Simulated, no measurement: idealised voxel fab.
process module | voxel transistor to metal
cross-section cut | 250 nm wide | cells 5 nm
A cross-section is a grid of square cells, given in bands from the top down. A band is one or more rows of cells.
Each band's line starts with the height of the band's top and of its bottom, in nm. Then come its materials from left to right, each with its width in nm. One material with "throughout" fills the band from edge to edge. "air" is empty space.
Height 0 is the level under which the wafer as received is all one material. The lowest band goes on downwards, as in "0 down".
A width such as "30 to 40" changes by the same amount from each row of cells to the next, from the band's top row to its bottom row.
"no change" after a step means that no cell of the cross-section changed.
closed voids: empty space of 8 cells or more with no open way to the top, each as width x height at its distance from the left edge, in nm
after a step's settings: what the simulator itself notes on the step
overlay nm, on a step with a mask: how far to the right of its planned place the mask lay; to the left if negative
plan
1 op RECEIVE | material Si
2 op CONFORMAL_DEP | material SiO2 | thk nm 5
3 op CONFORMAL_DEP | material SiN | thk nm 10
4 op PATTERN | tone cover | mask id ACTIVE | material resist | width nm 95 | pitch nm 125 | thk nm 15 | overlay nm 0
5 op DIRECTIONAL_ETCH | etch materials SiN | depth nm 10
6 op DIRECTIONAL_ETCH | etch materials SiO2 | depth nm 5
7 op DIRECTIONAL_ETCH | etch materials Si | depth nm 25
8 op STRIP | etch materials resist
9 op FILL_DEP | material SiO2 | thk nm 5
10 op CMP | height nm 15
11 op SELECTIVE_ETCH | etch materials SiO2 | depth nm 5
12 op STRIP | etch materials SiN
13 op SELECTIVE_ETCH | etch materials SiO2 | depth nm 5
14 op OXIDIZE | depth nm 5
15 op DIRECTIONAL_DEP | material polySi | thk nm 25
16 op DIRECTIONAL_DEP | material SiCN | thk nm 15
17 op PATTERN | tone cover | mask id GATE | material resist | width nm 25 | pitch nm 125 | thk nm 20 | overlay nm 0
18 op DIRECTIONAL_ETCH | etch materials SiCN | depth nm 25
19 op DIRECTIONAL_ETCH | etch materials polySi | depth nm 35
20 op STRIP | etch materials resist
21 op CONFORMAL_DEP | material SiO2 | thk nm 5
22 op DIRECTIONAL_ETCH | etch materials SiO2 | depth nm 5
23 op CONFORMAL_DEP | material SiN | thk nm 10
24 op DIRECTIONAL_ETCH | etch materials SiN | depth nm 10
25 op DIRECTIONAL_ETCH | etch materials SiO2 | depth nm 5
26 op DIRECTIONAL_ETCH | etch materials Si | depth nm 5
27 op EPI | material pSi | thk nm 10
28 op FILL_DEP | material SiO2 | thk nm 10
29 op CMP | height nm 30
30 op DIRECTIONAL_DEP | material SiO2 | thk nm 15
31 op DIRECTIONAL_DEP | material aC | thk nm 10
32 op PATTERN | tone open | mask id CONTACT | material resist | width nm 25 | thk nm 25 | overlay nm 0
33 op DIRECTIONAL_ETCH | etch materials aC | depth nm 10
34 op STRIP | etch materials resist
35 op DIRECTIONAL_ETCH | etch materials SiO2 | depth nm 50
36 op STRIP | etch materials aC
37 op CONFORMAL_DEP | material TiN | thk nm 5
38 op FILL_DEP | material Ru | thk nm 5
39 op CMP | height nm 55
40 op DIRECTIONAL_DEP | material TiN | thk nm 5
41 op DIRECTIONAL_DEP | material Ru | thk nm 25
42 op MASKED_ETCH | tone cover | mask id METAL_1 | width nm 15 | etch materials Ru | depth nm 25 | overlay nm 0
43 op MASKED_ETCH | tone cover | mask id METAL_1 | width nm 15 | etch materials TiN | depth nm 5 | overlay nm 0
44 op CONFORMAL_DEP | material SiN | thk nm 5
45 op FILL_DEP | material lowk | thk nm 10
46 op CMP | height nm 85
47 op CONFORMAL_DEP | material SiCN | thk nm 5
48 op DIRECTIONAL_DEP | material lowk | thk nm 30
49 op MASKED_ETCH | tone open | mask id METAL_2 | width nm 15 | pitch nm 125 | etch materials lowk | depth nm 20 | overlay nm 0
50 op DIRECTIONAL_DEP | material aC | thk nm 15
51 op PATTERN | tone open | mask id METAL_2_HOLES | material resist | width nm 15 | pitch nm 125 | thk nm 30 | overlay nm 0
52 op DIRECTIONAL_ETCH | etch materials aC | depth nm 15
53 op STRIP | etch materials resist
54 op DIRECTIONAL_ETCH | etch materials lowk | depth nm 10
55 op DIRECTIONAL_ETCH | etch materials SiCN | depth nm 5
56 op STRIP | etch materials aC
57 op CONFORMAL_DEP | material TiN | thk nm 5
58 op FILL_DEP | material Ru | thk nm 5
59 op CMP | height nm 120
60 op CONFORMAL_DEP | material SiN | thk nm 5
varied across the wafers: height nm of step 29. The plan shows the first wafer's value. All wafers start alike
first wafer as received, after step 1
  0 down: Si throughout
  closed voids: none
each wafer at the end: cells of each material gained (+) or lost (-) since it was received, then its closed voids
height nm 30 | +178 Ru | -106 Si | +54 SiCN | +184 SiN | +296 SiO2 | +156 TiN | +414 lowk | +24 pSi | +50 polySi | closed voids: none
height nm 35 | +132 Ru | -106 Si | +64 SiCN | +192 SiN | +316 SiO2 | +164 TiN | +414 lowk | +24 pSi | +50 polySi | closed voids: none
height nm 40 | +124 Ru | -106 Si | +74 SiCN | +200 SiN | +336 SiO2 | +134 TiN | +414 lowk | +24 pSi | +50 polySi | closed voids: none
height nm 45 | +120 Ru | -106 Si | +74 SiCN | +200 SiN | +348 SiO2 | +126 TiN | +414 lowk | +24 pSi | +50 polySi | closed voids: none
height nm 50 | +116 Ru | -106 Si | +74 SiCN | +200 SiN | +360 SiO2 | +118 TiN | +414 lowk | +24 pSi | +50 polySi | closed voids: none
